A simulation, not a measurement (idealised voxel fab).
Title: Process Module voxel self aligned contacts
Square cells of 5 nm make up the cross-section cut, whose width is 275 nm.
We lay out every cross-section as a grid of square cells and spell it out in bands from the top down, where one band means one or more rows of cells. Quick guide to a band line: top height, bottom height (nm) up front; then every material left to right with its width in nm. Only one material and it's marked "full width"? Then it fills the band edge to edge. And "empty" just means empty space. Heads up on the height convention: 0 is the point under which the incoming wafer is all one material, and the lowest band has no bottom, it just keeps going down, like "0 -> down". So if you see something like "30->40" for the width, read it as the top row of the band sitting at the first number and the bottom row at the second, with every row in between moving by the same amount as the last. When a step is marked "nothing different", none of the cells in the cross-section changed during that step. Empty spaces counting at least 8 cells and having no open way to the top are listed in "Sealed internal voids". The notation width x height at distance is used for each, the distance being from the left edge and all three values in nm. Text after the settings on a step's line: the simulator's own remark on that step. overlay nm: right-of-plan distance of the mask on a masked step; negative values mean left-of-plan.
[Listed below are the process steps as planned]
1) op RECEIVE | material Si
2) op OXIDIZE | depth nm 5
3) op DIRECTIONAL_DEP | material polySi | thk nm 25
4) op DIRECTIONAL_DEP | material SiN | thk nm 25
5) op DIRECTIONAL_DEP | material aC | thk nm 15
6) op PATTERN | tone cover | mask id GATE | material resist | width nm 35 | pitch nm 80 | thk nm 30 | overlay nm 0
7) op DIRECTIONAL_ETCH | etch materials aC | depth nm 15
8) op STRIP | etch materials resist
9) op DIRECTIONAL_ETCH | etch materials SiN | depth nm 25
10) op DIRECTIONAL_ETCH | etch materials polySi | depth nm 25
11) op STRIP | etch materials aC
12) op CONFORMAL_DEP | material SiN | thk nm 10
13) op DIRECTIONAL_ETCH | etch materials SiN | depth nm 10
14) op FILL_DEP | material SiO2 | thk nm 20
15) op CMP | height nm 60
16) op DIRECTIONAL_DEP | material aC | thk nm 10
17) op PATTERN | tone open | mask id CONTACT | material resist | width nm 55 | pitch nm 80 | thk nm 25 | overlay nm 0
18) op DIRECTIONAL_ETCH | etch materials aC | depth nm 10
19) op STRIP | etch materials resist
20) op DIRECTIONAL_ETCH | etch materials SiO2 | depth nm 65
21) op STRIP | etch materials aC
22) op CONFORMAL_DEP | material TiN | thk nm 5
23) op FILL_DEP | material Ru | thk nm 10
24) op CMP | height nm 60
25) op CONFORMAL_DEP | material SiCN | thk nm 5
[Wafer at receipt (post step 1), cross-section]
    0 -> down  Si full width
    Sealed internal voids: none
[The first of two wafers, cross-sectioned at the end of the module, with the run proceeding as planned]
    65 -> 60  SiCN full width
    60 -> 50  SiO2: 70; TiN: 5->20; Ru: 45->15; TiN: 5->20; SiO2: 25; TiN: 5->20; Ru: 45->15; TiN: 5->20; SiO2: 70
    50 -> 25  SiO2: 30; SiN: 55; TiN: 5; Ru: 15; TiN: 5; SiN: 55; TiN: 5; Ru: 15; TiN: 5; SiN: 55; SiO2: 30
    25 -> 0  SiO2: 30; SiN: 10; polySi: 35; SiN: 10; TiN: 5; Ru: 15; TiN: 5; SiN: 10; polySi: 35; SiN: 10; TiN: 5; Ru: 15; TiN: 5; SiN: 10; polySi: 35; SiN: 10; SiO2: 30
    0 -> -5  SiO2: 85; TiN: 25; SiO2: 55; TiN: 25; SiO2: 85
    -5 -> down  Si full width
    Sealed internal voids: none
[Here is the second of the two wafers cut open at the end of the module - same start, same plan as the first one, but we made one mistake running it]
    65 -> 60  SiCN full width
    60 -> 55  SiO2: 70; TiN: 5; Ru: 45; TiN: 5; SiO2: 25; TiN: 5; Ru: 45; TiN: 5; SiO2: 70
    55 -> 50  SiO2: 70; TiN: 55; SiO2: 25; TiN: 55; SiO2: 70
    50 -> 25  TiN full width
    25 -> 0  polySi full width
    0 -> -5  SiO2 full width
    -5 -> down  Si full width
    Sealed internal voids: none
What went wrong in running the wafer? step 4 ran as: op DIRECTIONAL_DEP | material TiN | thk nm 25
Per the end-of-run cell counts, the second wafer holds more or fewer of some materials than the first: -66 Ru | -225 SiN | -110 SiO2 | +231 TiN | +170 polySi
